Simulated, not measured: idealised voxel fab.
The process module that follows is named voxel lift off.
We display cut, a cross-section 210 nm in width whose square cells are each 5 nm.
In what follows, cross-sections appear as grids of square cells, described through bands that run from the top down, where every band is one or more rows of cells. Band entry format. Leading values: height of top, height of bottom, nm. Remainder: materials in left-to-right order, each with its width in nm. Special words: "throughout" on a single material, which then fills the band edge to edge; "blank", empty space. We count height from 0. Below that, the starting wafer is all one material. The lowest band never ends at the bottom but goes on down; see "0..down" for how that is written. A width such as "30..40" changes by the same amount from each row of cells to the next, from the band's top row to its bottom row. Step marked "remained the same"? Then no cell in the cross-section changed in it. Entry "Trapped voids". Content: empty spaces with no open connection to the top, size 8 cells or greater. Each: width x height at distance. Distance: from left edge. Unit: nm. The remark found on a step's line after its settings is issued by the simulator itself and pertains to that step. overlay nm: mask offset rightward from planned place, masked step; negative means leftward offset.

**Steps planned for the process**
1 op RECEIVE | material Si
2 op CONFORMAL_DEP | material SiO2 | thk nm 5
3 op PATTERN | tone open | mask id LINES | material resist | width nm 20 | pitch nm 35 | thk nm 20 | overlay nm 0
4 op DIRECTIONAL_DEP | material Ru | thk nm 5
5 op STRIP | etch materials resist
6 op CONFORMAL_DEP | material SiCN | thk nm 10

**Cross-section, incoming material, after step 1**
> 0..down: Si throughout
> Trapped voids: none

**First wafer of two, sectioned at end of module; run went per plan**
> 20..15: blank: 50; SiCN: 110; blank: 50
> 15..10: SiCN throughout
> 10..5: SiCN: 60; Ru: 20; SiCN: 15; Ru: 20; SiCN: 15; Ru: 20; SiCN: 60
> 5..0: SiO2 throughout
> 0..down: Si throughout
> Trapped voids: none

**Cross-section, second wafer: same start as the first, same plan as the first, one mistake in running it; taken at the end of the module**
> 20..15: blank: 50; SiCN: 110; blank: 50
> 15..5: SiCN throughout
> 5..0: SiO2 throughout
> 0..down: Si throughout
> Trapped voids: none
what went wrong: heads up, step 4 didn't go per plan, it actually ran as op DIRECTIONAL_DEP | material SiCN | thk nm 5
The closing comparison, in cells, has the second wafer with more or fewer of some materials than the first: Ru -12; SiCN +12
